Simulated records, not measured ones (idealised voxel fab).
You're looking at the process module voxel wiring stack.
In the cross-section labelled cut, the width is 215 nm and each square cell is 5 nm.
Format of a cross-section: grid, square cells. Given as bands. Order: top down. Band: one or more rows of cells.
Heads up on the band format: heights come first, top then bottom, in nm. After that it's the materials left to right, each with its width in nm. A single material flagged "edge to edge" fills the whole band edge to edge, and "empty" means there's empty space there.
Heights are reckoned from 0. Under this level, the received wafer is all of one material. The bottommost band is open-ended downward, for example "top 0, no bottom".
The width entry "30 to 40" should be interpreted row by row: the top row of cells in the band takes the first number, the bottom row takes the second number, and the change between adjacent rows is uniform throughout.
Key: "no change occurred" - step with no changed cell in the cross-section.
For the entry "Unvented cavities", the listed items are empty spaces with no open way to the top whose size is 8 cells or more; each item follows the pattern width x height at distance, where distance is from the left edge and all three are in nm.
Note: text after step settings on the step line = simulator remark on that step.
If you see "overlay nm" on a step's line and that step has a mask, it's telling you how far right of where it was planned the mask ended up; a negative number means it went left instead.
Set out below are the planned steps of the process:
1 RECEIVE | material Si
2 CONFORMAL_DEP | material SiO2 | thk nm 15
3 DIRECTIONAL_DEP | material TiN | thk nm 5
4 DIRECTIONAL_DEP | material Ru | thk nm 25
5 PATTERN | tone cover | mask id METAL_1 | material resist | width nm 25 | pitch nm 45 | thk nm 20 | overlay nm 0
6 DIRECTIONAL_ETCH | etch materials Ru | depth nm 25
7 DIRECTIONAL_ETCH | etch materials TiN | depth nm 5
8 STRIP | etch materials resist
9 FILL_DEP | material lowk | thk nm 5
10 CMP | height nm 45
11 CONFORMAL_DEP | material SiCN | thk nm 5
12 DIRECTIONAL_DEP | material lowk | thk nm 20
13 PATTERN | tone open | mask id PLUG_1 | material resist | width nm 15 | pitch nm 45 | thk nm 20 | overlay nm 0
14 DIRECTIONAL_ETCH | etch materials lowk | depth nm 20
15 DIRECTIONAL_ETCH | etch materials SiCN | depth nm 5
16 STRIP | etch materials resist
17 EPI | material Ru | thk nm 10
18 EPI | material Ru | thk nm 10
19 EPI | material Ru | thk nm 5
20 DIRECTIONAL_DEP | material TiN | thk nm 5
21 DIRECTIONAL_DEP | material W | thk nm 15
22 PATTERN | tone cover | mask id METAL_2 | material resist | width nm 25 | pitch nm 45 | thk nm 15 | overlay nm 0
23 DIRECTIONAL_ETCH | etch materials W | depth nm 15
24 DIRECTIONAL_ETCH | etch materials TiN | depth nm 5
25 STRIP | etch materials resist
26 CONFORMAL_DEP | material SiN | thk nm 5
27 FILL_DEP | material SiO2 | thk nm 5
28 CMP | height nm 90
29 CONFORMAL_DEP | material SiN | thk nm 5
Incoming wafer, cross-sectional view, post step 1:
- top 0, no bottom  Si edge to edge
- Unvented cavities: none
The cross-section shown corresponds to the wafer at the conclusion of the module. The initial structure and the process plan are those presented above; however, one mistake occurred in executing the plan:
- top 95, bottom 90  SiN edge to edge
- top 90, bottom 75  SiO2 45 nm  SiN 5 nm  W 25 nm  SiN 5 nm  SiO2 10 nm  SiN 5 nm  W 25 nm  SiN 5 nm  SiO2 10 nm  SiN 5 nm  W 25 nm  SiN 5 nm  SiO2 45 nm
- top 75, bottom 70  SiN 50 nm  TiN 25 nm  SiN 20 nm  TiN 25 nm  SiN 20 nm  TiN 25 nm  SiN 50 nm
- top 70, bottom 50  lowk 50 nm  Ru 15 nm  lowk 30 nm  Ru 15 nm  lowk 30 nm  Ru 15 nm  lowk 60 nm
- top 50, bottom 45  SiCN 50 nm  Ru 15 nm  SiCN 30 nm  Ru 15 nm  SiCN 30 nm  Ru 15 nm  SiCN 60 nm
- top 45, bottom 20  lowk 40 nm  Ru 25 nm  lowk 20 nm  Ru 25 nm  lowk 20 nm  Ru 25 nm  lowk 60 nm
- top 20, bottom 15  lowk 40 nm  TiN 25 nm  lowk 20 nm  TiN 25 nm  lowk 20 nm  TiN 25 nm  lowk 60 nm
- top 15, bottom 0  SiO2 edge to edge
- top 0, no bottom  Si edge to edge
- Unvented cavities: none
Deviation from plan: step 5 was processed under conditions differing from the plan, specifically as PATTERN | tone cover | mask id METAL_1 | material resist | width nm 25 | pitch nm 45 | thk nm 20 | overlay nm -10
